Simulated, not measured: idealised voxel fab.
The process module presented herein is designated voxel trench capacitor.
The cross-section on display is named cut; it measures 175 nm wide, and its cells are 5 nm squares.
Think of the cross-section as a grid of square cells. We describe it in bands, top to bottom, and each band covers one or more rows of those cells. Per band: top height and bottom height in nm, followed by the left-to-right materials and their widths in nm; "throughout" marks a single material spanning edge to edge, "air" marks empty space. Heights from 0 (as-received wafer is one material below). Bottom band endless downward, as "z 0 and below". Quick explanation for "30..40": the width changes in equal steps down the rows of cells, from the first number in the band's top row to the second number in its bottom row. Take "no alteration" at face value: in the step it is given for, the cross-section changed in none of its cells. "Closed-off voids" - sealed voids, min. 8 cells, no opening to top; format: width x height at distance (distance from left edge; nm throughout). On a step's line, text after the settings is the simulator commenting on that step. Regarding "overlay nm": on a step with a mask, it is the distance the mask lay to the right of its planned place; a negative value places it to the left.

# Intended process steps
1: RECEIVE with material Si
2: CONFORMAL_DEP with material SiN, thk nm 10
3: DIRECTIONAL_DEP with material aC, thk nm 15
4: PATTERN with tone open, mask id TRENCH, material resist, width nm 25, pitch nm 40, thk nm 30, overlay nm 0
5: DIRECTIONAL_ETCH with etch materials aC, depth nm 15
6: STRIP with etch materials resist
7: DIRECTIONAL_ETCH with etch materials SiN, depth nm 10
8: DIRECTIONAL_ETCH with etch materials Si, depth nm 35
9: STRIP with etch materials aC
10: CONFORMAL_DEP with material Al2O3, thk nm 5
11: CONFORMAL_DEP with material TiN, thk nm 5
12: FILL_DEP with material W, thk nm 10
13: CMP with height nm 10

# First of the two wafers, run per plan

# Cross-sectional view of the wafer in its as-received condition, corresponding to the state after step 1
    z 0 and below  Si throughout
    Closed-off voids: none

# The following cross-section depicts the wafer upon completion of step 2
    z 10 to 0  SiN throughout
    No changes below 0.

# The following cross-section depicts the wafer upon completion of step 3
    z 25 to 10  aC throughout
    No changes below 10.

# The following cross-section depicts the wafer upon completion of step 4
    z 55 to 25  resist (35) / air (25) / resist (15) / air (25) / resist (15) / air (25) / resist (35)
    No changes below 25.

# The following cross-section depicts the wafer upon completion of step 5
    z 40 to 25  resist (35) / air (25) / resist (15) / air (25) / resist (15) / air (25) / resist (35)
    z 25 to 10  aC (35) / air (25) / aC (15) / air (25) / aC (15) / air (25) / aC (35)
    No changes below 10.

# The following cross-section depicts the wafer upon completion of step 6
    z 25 to 10  aC (35) / air (25) / aC (15) / air (25) / aC (15) / air (25) / aC (35)
    No changes below 10.

# The following cross-section depicts the wafer upon completion of step 7
    z 25 to 10  aC (35) / air (25) / aC (15) / air (25) / aC (15) / air (25) / aC (35)
    z 10 to 0  SiN (35) / air (25) / SiN (15) / air (25) / SiN (15) / air (25) / SiN (35)
    No changes below 0.

# The following cross-section depicts the wafer upon completion of step 8
    z 25 to 10  aC (35) / air (25) / aC (15) / air (25) / aC (15) / air (25) / aC (35)
    z 10 to 0  SiN (35) / air (25) / SiN (15) / air (25) / SiN (15) / air (25) / SiN (35)
    z 0 to -35  Si (35) / air (25) / Si (15) / air (25) / Si (15) / air (25) / Si (35)
    No changes below -35.

# The following cross-section depicts the wafer upon completion of step 9
    z 10 to 0  SiN (35) / air (25) / SiN (15) / air (25) / SiN (15) / air (25) / SiN (35)
    No changes below 0.

# The following cross-section depicts the wafer upon completion of step 10
    z 15 to 10  Al2O3 (40) / air (15) / Al2O3 (25) / air (15) / Al2O3 (25) / air (15) / Al2O3 (40)
    z 10 to 0  SiN (35) / Al2O3 (5) / air (15) / Al2O3 (5) / SiN (15) / Al2O3 (5) / air (15) / Al2O3 (5) / SiN (15) / Al2O3 (5) / air (15) / Al2O3 (5) / SiN (35)
    z 0 to -30  Si (35) / Al2O3 (5) / air (15) / Al2O3 (5) / Si (15) / Al2O3 (5) / air (15) / Al2O3 (5) / Si (15) / Al2O3 (5) / air (15) / Al2O3 (5) / Si (35)
    z -30 to -35  Si (35) / Al2O3 (25) / Si (15) / Al2O3 (25) / Si (15) / Al2O3 (25) / Si (35)
    No changes below -35.

# The following cross-section depicts the wafer upon completion of step 11
    z 20 to 15  TiN (45) / air (5) / TiN (35) / air (5) / TiN (35) / air (5) / TiN (45)
    z 15 to 10  Al2O3 (40) / TiN (5) / air (5) / TiN (5) / Al2O3 (25) / TiN (5) / air (5) / TiN (5) / Al2O3 (25) / TiN (5) / air (5) / TiN (5) / Al2O3 (40)
    z 10 to 0  SiN (35) / Al2O3 (5) / TiN (5) / air (5) / TiN (5) / Al2O3 (5) / SiN (15) / Al2O3 (5) / TiN (5) / air (5) / TiN (5) / Al2O3 (5) / SiN (15) / Al2O3 (5) / TiN (5) / air (5) / TiN (5) / Al2O3 (5) / SiN (35)
    z 0 to -25  Si (35) / Al2O3 (5) / TiN (5) / air (5) / TiN (5) / Al2O3 (5) / Si (15) / Al2O3 (5) / TiN (5) / air (5) / TiN (5) / Al2O3 (5) / Si (15) / Al2O3 (5) / TiN (5) / air (5) / TiN (5) / Al2O3 (5) / Si (35)
    z -25 to -30  Si (35) / Al2O3 (5) / TiN (15) / Al2O3 (5) / Si (15) / Al2O3 (5) / TiN (15) / Al2O3 (5) / Si (15) / Al2O3 (5) / TiN (15) / Al2O3 (5) / Si (35)
    No changes below -30.

# The following cross-section depicts the wafer upon completion of step 12
    z 30 to 20  W throughout
    z 20 to 15  TiN (45) / W (5) / TiN (35) / W (5) / TiN (35) / W (5) / TiN (45)
    z 15 to 10  Al2O3 (40) / TiN (5) / W (5) / TiN (5) / Al2O3 (25) / TiN (5) / W (5) / TiN (5) / Al2O3 (25) / TiN (5) / W (5) / TiN (5) / Al2O3 (40)
    z 10 to 0  SiN (35) / Al2O3 (5) / TiN (5) / W (5) / TiN (5) / Al2O3 (5) / SiN (15) / Al2O3 (5) / TiN (5) / W (5) / TiN (5) / Al2O3 (5) / SiN (15) / Al2O3 (5) / TiN (5) / W (5) / TiN (5) / Al2O3 (5) / SiN (35)
    z 0 to -25  Si (35) / Al2O3 (5) / TiN (5) / W (5) / TiN (5) / Al2O3 (5) / Si (15) / Al2O3 (5) / TiN (5) / W (5) / TiN (5) / Al2O3 (5) / Si (15) / Al2O3 (5) / TiN (5) / W (5) / TiN (5) / Al2O3 (5) / Si (35)
    No changes below -25.

# The following cross-section depicts the wafer upon completion of step 13
    z 10 to 0  SiN (35) / Al2O3 (5) / TiN (5) / W (5) / TiN (5) / Al2O3 (5) / SiN (15) / Al2O3 (5) / TiN (5) / W (5) / TiN (5) / Al2O3 (5) / SiN (15) / Al2O3 (5) / TiN (5) / W (5) / TiN (5) / Al2O3 (5) / SiN (35)
    No changes below 0.

# The second wafer began exactly as the first did and followed the same plan, but one mistake was made while running it; through step 3 inclusive, the two wafers are identical

# X-section, second wafer, when step 4 was due to finish
    z 55 to 25  air (35) / resist (25) / air (15) / resist (25) / air (15) / resist (25) / air (35)
    No changes below 25.

# X-section, second wafer, when step 5 was due to finish
    z 40 to 25  air (35) / resist (25) / air (15) / resist (25) / air (15) / resist (25) / air (35)
    z 25 to 10  air (35) / aC (25) / air (15) / aC (25) / air (15) / aC (25) / air (35)
    No changes below 10.

# X-section, second wafer, when step 6 was due to finish
    z 25 to 10  air (35) / aC (25) / air (15) / aC (25) / air (15) / aC (25) / air (35)
    No changes below 10.

# X-section, second wafer, when step 7 was due to finish
    z 25 to 10  air (35) / aC (25) / air (15) / aC (25) / air (15) / aC (25) / air (35)
    z 10 to 0  air (35) / SiN (25) / air (15) / SiN (25) / air (15) / SiN (25) / air (35)
    No changes below 0.

# X-section, second wafer, when step 8 was due to finish
    z 25 to 10  air (35) / aC (25) / air (15) / aC (25) / air (15) / aC (25) / air (35)
    z 10 to 0  air (35) / SiN (25) / air (15) / SiN (25) / air (15) / SiN (25) / air (35)
    z 0 to -35  air (35) / Si (25) / air (15) / Si (25) / air (15) / Si (25) / air (35)
    No changes below -35.

# X-section, second wafer, when step 9 was due to finish
    z 10 to 0  air (35) / SiN (25) / air (15) / SiN (25) / air (15) / SiN (25) / air (35)
    No changes below 0.

# X-section, second wafer, when step 10 was due to finish
    z 15 to 10  air (30) / Al2O3 (35) / air (5) / Al2O3 (35) / air (5) / Al2O3 (35) / air (30)
    z 10 to 0  air (30) / Al2O3 (5) / SiN (25) / Al2O3 (5) / air (5) / Al2O3 (5) / SiN (25) / Al2O3 (5) / air (5) / Al2O3 (5) / SiN (25) / Al2O3 (5) / air (30)
    z 0 to -30  air (30) / Al2O3 (5) / Si (25) / Al2O3 (5) / air (5) / Al2O3 (5) / Si (25) / Al2O3 (5) / air (5) / Al2O3 (5) / Si (25) / Al2O3 (5) / air (30)
    z -30 to -35  Al2O3 (35) / Si (25) / Al2O3 (15) / Si (25) / Al2O3 (15) / Si (25) / Al2O3 (35)
    No changes below -35.

# X-section, second wafer, when step 11 was due to finish
    z 20 to 15  air (25) / TiN (125) / air (25)
    z 15 to 10  air (25) / TiN (5) / Al2O3 (35) / TiN (5) / Al2O3 (35) / TiN (5) / Al2O3 (35) / TiN (5) / air (25)
    z 10 to 0  air (25) / TiN (5) / Al2O3 (5) / SiN (25) / Al2O3 (5) / TiN (5) / Al2O3 (5) / SiN (25) / Al2O3 (5) / TiN (5) / Al2O3 (5) / SiN (25) / Al2O3 (5) / TiN (5) / air (25)
    z 0 to -25  air (25) / TiN (5) / Al2O3 (5) / Si (25) / Al2O3 (5) / TiN (5) / Al2O3 (5) / Si (25) / Al2O3 (5) / TiN (5) / Al2O3 (5) / Si (25) / Al2O3 (5) / TiN (5) / air (25)
    z -25 to -30  TiN (30) / Al2O3 (5) / Si (25) / Al2O3 (5) / TiN (5) / Al2O3 (5) / Si (25) / Al2O3 (5) / TiN (5) / Al2O3 (5) / Si (25) / Al2O3 (5) / TiN (30)
    No changes below -30.

# X-section, second wafer, when step 12 was due to finish
    z 30 to 20  W throughout
    z 20 to 15  W (25) / TiN (125) / W (25)
    z 15 to 10  W (25) / TiN (5) / Al2O3 (35) / TiN (5) / Al2O3 (35) / TiN (5) / Al2O3 (35) / TiN (5) / W (25)
    z 10 to 0  W (25) / TiN (5) / Al2O3 (5) / SiN (25) / Al2O3 (5) / TiN (5) / Al2O3 (5) / SiN (25) / Al2O3 (5) / TiN (5) / Al2O3 (5) / SiN (25) / Al2O3 (5) / TiN (5) / W (25)
    z 0 to -25  W (25) / TiN (5) / Al2O3 (5) / Si (25) / Al2O3 (5) / TiN (5) / Al2O3 (5) / Si (25) / Al2O3 (5) / TiN (5) / Al2O3 (5) / Si (25) / Al2O3 (5) / TiN (5) / W (25)
    No changes below -25.

# X-section, second wafer, when step 13 was due to finish
    z 10 to 0  W (25) / TiN (5) / Al2O3 (5) / SiN (25) / Al2O3 (5) / TiN (5) / Al2O3 (5) / SiN (25) / Al2O3 (5) / TiN (5) / Al2O3 (5) / SiN (25) / Al2O3 (5) / TiN (5) / W (25)
    No changes below 0.
Against the plan, the run slipped here: for step 4, the planned setting was not used; the step was instead run as PATTERN with tone cover, mask id TRENCH, material resist, width nm 25, pitch nm 40, thk nm 30, overlay nm 0
Counted in cells at the end, the second wafer holds more or fewer of these materials than the first: Al2O3: 5 more, Si: 35 fewer, SiN: 10 fewer, TiN: 9 fewer, W: 49 more
